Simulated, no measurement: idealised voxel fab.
process module | voxel capacitor over wiring
cross-section cut | 290 nm wide | cells 5 nm
A cross-section is a grid of square cells, given in bands from the top down. A band is one or more rows of cells.
Each band's line starts with the height of the band's top and of its bottom, in nm. Then come its materials from left to right, each with its width in nm. One material with "throughout" fills the band from edge to edge. "air" is empty space.
Height 0 is the level under which the wafer as received is all one material. The lowest band goes on downwards, as in "0 down".
A width such as "30 to 40" changes by the same amount from each row of cells to the next, from the band's top row to its bottom row.
"no change" after a step means that no cell of the cross-section changed.
closed voids: empty space of 8 cells or more with no open way to the top, each as width x height at its distance from the left edge, in nm
after a step's settings: what the simulator itself notes on the step
overlay nm, on a step with a mask: how far to the right of its planned place the mask lay; to the left if negative
plan
1 op RECEIVE | material Si
2 op CONFORMAL_DEP | material SiO2 | thk nm 15
3 op DIRECTIONAL_DEP | material TiN | thk nm 5
4 op DIRECTIONAL_DEP | material Ru | thk nm 20
5 op DIRECTIONAL_DEP | material aC | thk nm 15
6 op PATTERN | tone cover | mask id METAL_1 | material resist | width nm 30 | pitch nm 95 | thk nm 35 | overlay nm 0
7 op DIRECTIONAL_ETCH | etch materials aC | depth nm 15
8 op STRIP | etch materials resist
9 op DIRECTIONAL_ETCH | etch materials Ru | depth nm 20
10 op DIRECTIONAL_ETCH | etch materials TiN | depth nm 5
11 op STRIP | etch materials aC
12 op FILL_DEP | material lowk | thk nm 5
13 op CMP | height nm 40
14 op CONFORMAL_DEP | material SiCN | thk nm 5
15 op DIRECTIONAL_DEP | material SiO2 | thk nm 15
16 op DIRECTIONAL_DEP | material aC | thk nm 10
17 op PATTERN | tone open | mask id PLUG_1 | material resist | width nm 15 | thk nm 25 | overlay nm 0
18 op DIRECTIONAL_ETCH | etch materials aC | depth nm 10
19 op STRIP | etch materials resist
20 op DIRECTIONAL_ETCH | etch materials SiO2 | depth nm 15
21 op DIRECTIONAL_ETCH | etch materials SiCN | depth nm 5
22 op STRIP | etch materials aC
23 op CONFORMAL_DEP | material TiN | thk nm 5
24 op FILL_DEP | material Cu | thk nm 10
25 op CMP | height nm 60
26 op DIRECTIONAL_DEP | material TiN | thk nm 10
27 op DIRECTIONAL_DEP | material Al2O3 | thk nm 5
28 op DIRECTIONAL_DEP | material TiN | thk nm 10
29 op PATTERN | tone cover | mask id UPPER_PLATE | material resist | width nm 70 | thk nm 15 | overlay nm 0
30 op DIRECTIONAL_ETCH | etch materials TiN | depth nm 10
31 op DIRECTIONAL_ETCH | etch materials Al2O3 | depth nm 5
32 op STRIP | etch materials resist
33 op MASKED_ETCH | tone cover | mask id LOWER_PLATE | width nm 80 | etch materials TiN | depth nm 10 | overlay nm 0
34 op FILL_DEP | material SiO2 | thk nm 20
35 op CMP | height nm 100
36 op MASKED_ETCH | tone open | mask id PLUG_2 | width nm 15 | etch materials SiO2 | depth nm 15 | overlay nm 0
37 op CONFORMAL_DEP | material TiN | thk nm 5
38 op FILL_DEP | material W | thk nm 10
39 op CMP | height nm 100
40 op CONFORMAL_DEP | material SiN | thk nm 5
as received, after step 1
  0 down: Si throughout
  closed voids: none
first wafer at the end, as planned
  105 to 100: SiN throughout
  100 to 90: SiO2 105 | TiN 5 | W 5 | TiN 5 | SiO2 170
  90 to 85: SiO2 105 | TiN 15 | SiO2 170
  85 to 75: SiO2 95 | TiN 70 | SiO2 125
  75 to 70: SiO2 95 | Al2O3 70 | SiO2 125
  70 to 60: SiO2 90 | TiN 80 | SiO2 120
  60 to 45: SiO2 95 | TiN 5 | Cu 5 | TiN 5 | SiO2 180
  45 to 40: SiCN 95 | TiN 15 | SiCN 180
  40 to 20: lowk 80 | Ru 30 | lowk 65 | Ru 30 | lowk 85
  20 to 15: lowk 80 | TiN 30 | lowk 65 | TiN 30 | lowk 85
  15 to 0: SiO2 throughout
  0 down: Si throughout
  closed voids: none
second wafer at the end: like start, like plan, one mistake
  105 to 100: SiN throughout
  100 to 90: SiO2 105 | TiN 5 | W 5 | TiN 5 | SiO2 170
  90 to 85: SiO2 105 | TiN 15 | SiO2 170
  85 to 75: SiO2 95 | TiN 70 | SiO2 125
  75 to 70: SiO2 95 | Al2O3 70 | SiO2 125
  70 to 60: SiO2 90 | TiN 80 | SiO2 120
  60 to 45: SiO2 95 | TiN 5 | Cu 5 | TiN 5 | SiO2 180
  45 to 40: SiCN 95 | TiN 15 | SiCN 180
  40 to 35: lowk 80 | Ru 30 | lowk 65 | Ru 30 | lowk 85
  35 to 30: lowk 80 | TiN 30 | lowk 65 | TiN 30 | lowk 85
  30 to 0: SiO2 throughout
  0 down: Si throughout
  closed voids: none
what went wrong: step 2 was run twice
at the end the second wafer has, in cells: 36 fewer of Ru | 174 more of SiO2 | 138 fewer of lowk
